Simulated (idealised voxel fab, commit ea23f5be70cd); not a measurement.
The following is a process module called voxel ribs on slabs.
Each square cell in cross-section cut measures 5 nm, and the section as a whole is 250 nm wide.
A cross-section in this document is a grid of square cells, and it is written down as bands, the top band listed before the ones below it; a band is made up of one or more rows of cells. Band: top and bottom heights (nm) first, top before bottom; then materials from left to right, widths in nm. "all across" marks a sole material filling the band edge to edge. "air" denotes empty space. Basically, 0 is our baseline, since under it the wafer straight out of the box is all one material. The bottom band has no lower end and keeps on going down, so it looks like "top 0, no bottom". Quick explanation for "30->40": the width changes in equal steps down the rows of cells, from the first number in the band's top row to the second number in its bottom row. When a step is marked "no alteration", none of the cells in the cross-section changed during that step. You'll see "Sealed void listing" listing empty spaces that have no way open to the top, as long as they're 8 cells or more; the notation is width x height at distance, where the distance is from the left edge, and all of it is in nm. What comes after the settings on a step's line is commentary from the simulator itself on that step. Steps that use a mask can have "overlay nm" on their line. It says how far the mask sat to the right of where it was meant to be. Negative means to the left.
### List of planned process steps
1: RECEIVE with material Si
2: DIRECTIONAL_DEP with material SiO2, thk nm 25
3: DIRECTIONAL_DEP with material SiN, thk nm 25
4: MASKED_ETCH with tone cover, mask id RIB, width nm 15, etch materials SiN, depth nm 20, overlay nm 0
5: DIRECTIONAL_DEP with material aC, thk nm 10
6: PATTERN with tone cover, mask id SLAB, material resist, width nm 55, thk nm 25, overlay nm 0
7: DIRECTIONAL_ETCH with etch materials aC, depth nm 10
8: STRIP with etch materials resist
9: DIRECTIONAL_ETCH with etch materials SiN, depth nm 5
10: STRIP with etch materials aC
11: FILL_DEP with material SiO2, thk nm 25
12: CMP with height nm 65
13: DIRECTIONAL_DEP with material TiN, thk nm 10
14: MASKED_ETCH with tone cover, mask id HEATER, width nm 25, etch materials TiN, depth nm 10, overlay nm 0
15: CONFORMAL_DEP with material SiN, thk nm 5
### First out of two wafers; run went to plan
### So this is the incoming wafer in cross-section - it's already been through step 1
> top 0, no bottom: Si all across
> Sealed void listing: none
### You're looking at a cross-section of the wafer after step 2
> top 25, bottom 0: SiO2 all across
> At heights below 0, the structure remains unaltered.
### You're looking at a cross-section of the wafer after step 3
> top 50, bottom 25: SiN all across
> At heights below 25, the structure remains unaltered.
### You're looking at a cross-section of the wafer after step 4
> top 50, bottom 30: air: 115 | SiN: 15 | air: 120
> At heights below 30, the structure remains unaltered.
### You're looking at a cross-section of the wafer after step 5
> top 60, bottom 50: air: 115 | aC: 15 | air: 120
> top 50, bottom 40: air: 115 | SiN: 15 | air: 120
> top 40, bottom 30: aC: 115 | SiN: 15 | aC: 120
> At heights below 30, the structure remains unaltered.
### You're looking at a cross-section of the wafer after step 6
> top 85, bottom 60: air: 95 | resist: 55 | air: 100
> top 60, bottom 50: air: 95 | resist: 20 | aC: 15 | resist: 20 | air: 100
> top 50, bottom 40: air: 95 | resist: 20 | SiN: 15 | resist: 20 | air: 100
> At heights below 40, the structure remains unaltered.
### You're looking at a cross-section of the wafer after step 7
> top 75, bottom 60: air: 95 | resist: 55 | air: 100
> top 60, bottom 50: air: 95 | resist: 20 | aC: 15 | resist: 20 | air: 100
> top 50, bottom 40: air: 95 | resist: 20 | SiN: 15 | resist: 20 | air: 100
> top 40, bottom 30: air: 95 | aC: 20 | SiN: 15 | aC: 20 | air: 100
> At heights below 30, the structure remains unaltered.
### You're looking at a cross-section of the wafer after step 8
> top 60, bottom 50: air: 115 | aC: 15 | air: 120
> top 50, bottom 40: air: 115 | SiN: 15 | air: 120
> At heights below 40, the structure remains unaltered.
### You're looking at a cross-section of the wafer after step 9
> top 60, bottom 50: air: 115 | aC: 15 | air: 120
> top 50, bottom 40: air: 115 | SiN: 15 | air: 120
> top 40, bottom 30: air: 95 | aC: 20 | SiN: 15 | aC: 20 | air: 100
> top 30, bottom 25: air: 95 | SiN: 55 | air: 100
> At heights below 25, the structure remains unaltered.
### You're looking at a cross-section of the wafer after step 10
> top 50, bottom 30: air: 115 | SiN: 15 | air: 120
> At heights below 30, the structure remains unaltered.
### You're looking at a cross-section of the wafer after step 11
> top 75, bottom 50: SiO2 all across
> top 50, bottom 30: SiO2: 115 | SiN: 15 | SiO2: 120
> top 30, bottom 25: SiO2: 95 | SiN: 55 | SiO2: 100
> At heights below 25, the structure remains unaltered.
### You're looking at a cross-section of the wafer after step 12
> top 65, bottom 50: SiO2 all across
> At heights below 50, the structure remains unaltered.
### You're looking at a cross-section of the wafer after step 13
> top 75, bottom 65: TiN all across
> At heights below 65, the structure remains unaltered.
### You're looking at a cross-section of the wafer after step 14
> top 75, bottom 65: air: 110 | TiN: 25 | air: 115
> At heights below 65, the structure remains unaltered.
### You're looking at a cross-section of the wafer after step 15
> top 80, bottom 75: air: 105 | SiN: 35 | air: 110
> top 75, bottom 70: air: 105 | SiN: 5 | TiN: 25 | SiN: 5 | air: 110
> top 70, bottom 65: SiN: 110 | TiN: 25 | SiN: 115
> At heights below 65, the structure remains unaltered.
### Second Wafer (Identical Start and Plan, One Processing Error; Matches First Wafer Through Step 1)
### Second wafer at the planned finish of step 2, seen in cross-section
> top 15, bottom 0: SiO2 all across
> At heights below 0, the structure remains unaltered.
### Second wafer at the planned finish of step 3, seen in cross-section
> top 40, bottom 15: SiN all across
> At heights below 15, the structure remains unaltered.
### Second wafer at the planned finish of step 4, seen in cross-section
> top 40, bottom 20: air: 115 | SiN: 15 | air: 120
> At heights below 20, the structure remains unaltered.
### Second wafer at the planned finish of step 5, seen in cross-section
> top 50, bottom 40: air: 115 | aC: 15 | air: 120
> top 40, bottom 30: air: 115 | SiN: 15 | air: 120
> top 30, bottom 20: aC: 115 | SiN: 15 | aC: 120
> At heights below 20, the structure remains unaltered.
### Second wafer at the planned finish of step 6, seen in cross-section
> top 75, bottom 50: air: 95 | resist: 55 | air: 100
> top 50, bottom 40: air: 95 | resist: 20 | aC: 15 | resist: 20 | air: 100
> top 40, bottom 30: air: 95 | resist: 20 | SiN: 15 | resist: 20 | air: 100
> At heights below 30, the structure remains unaltered.
### Second wafer at the planned finish of step 7, seen in cross-section
> top 65, bottom 50: air: 95 | resist: 55 | air: 100
> top 50, bottom 40: air: 95 | resist: 20 | aC: 15 | resist: 20 | air: 100
> top 40, bottom 30: air: 95 | resist: 20 | SiN: 15 | resist: 20 | air: 100
> top 30, bottom 20: air: 95 | aC: 20 | SiN: 15 | aC: 20 | air: 100
> At heights below 20, the structure remains unaltered.
### Second wafer at the planned finish of step 8, seen in cross-section
> top 50, bottom 40: air: 115 | aC: 15 | air: 120
> top 40, bottom 30: air: 115 | SiN: 15 | air: 120
> At heights below 30, the structure remains unaltered.
### Second wafer at the planned finish of step 9, seen in cross-section
> top 50, bottom 40: air: 115 | aC: 15 | air: 120
> top 40, bottom 30: air: 115 | SiN: 15 | air: 120
> top 30, bottom 20: air: 95 | aC: 20 | SiN: 15 | aC: 20 | air: 100
> top 20, bottom 15: air: 95 | SiN: 55 | air: 100
> At heights below 15, the structure remains unaltered.
### Second wafer at the planned finish of step 10, seen in cross-section
> top 40, bottom 20: air: 115 | SiN: 15 | air: 120
> At heights below 20, the structure remains unaltered.
### Second wafer at the planned finish of step 11, seen in cross-section
> top 65, bottom 40: SiO2 all across
> top 40, bottom 20: SiO2: 115 | SiN: 15 | SiO2: 120
> top 20, bottom 15: SiO2: 95 | SiN: 55 | SiO2: 100
> At heights below 15, the structure remains unaltered.
Second wafer at the planned finish of step 12, seen in cross-section: no alteration
### Second wafer at the planned finish of step 13, seen in cross-section
> top 75, bottom 65: TiN all across
> At heights below 65, the structure remains unaltered.
### Second wafer at the planned finish of step 14, seen in cross-section
> top 75, bottom 65: air: 110 | TiN: 25 | air: 115
> At heights below 65, the structure remains unaltered.
### Second wafer at the planned finish of step 15, seen in cross-section
> top 80, bottom 75: air: 105 | SiN: 35 | air: 110
> top 75, bottom 70: air: 105 | SiN: 5 | TiN: 25 | SiN: 5 | air: 110
> top 70, bottom 65: SiN: 110 | TiN: 25 | SiN: 115
> At heights below 65, the structure remains unaltered.
Short version of what went wrong: step 2, actual vs plan mismatch, actual run DIRECTIONAL_DEP with material SiO2, thk nm 15
At the end, the second wafer has the same number of cells of each material as the first, but those cells sit in other places.
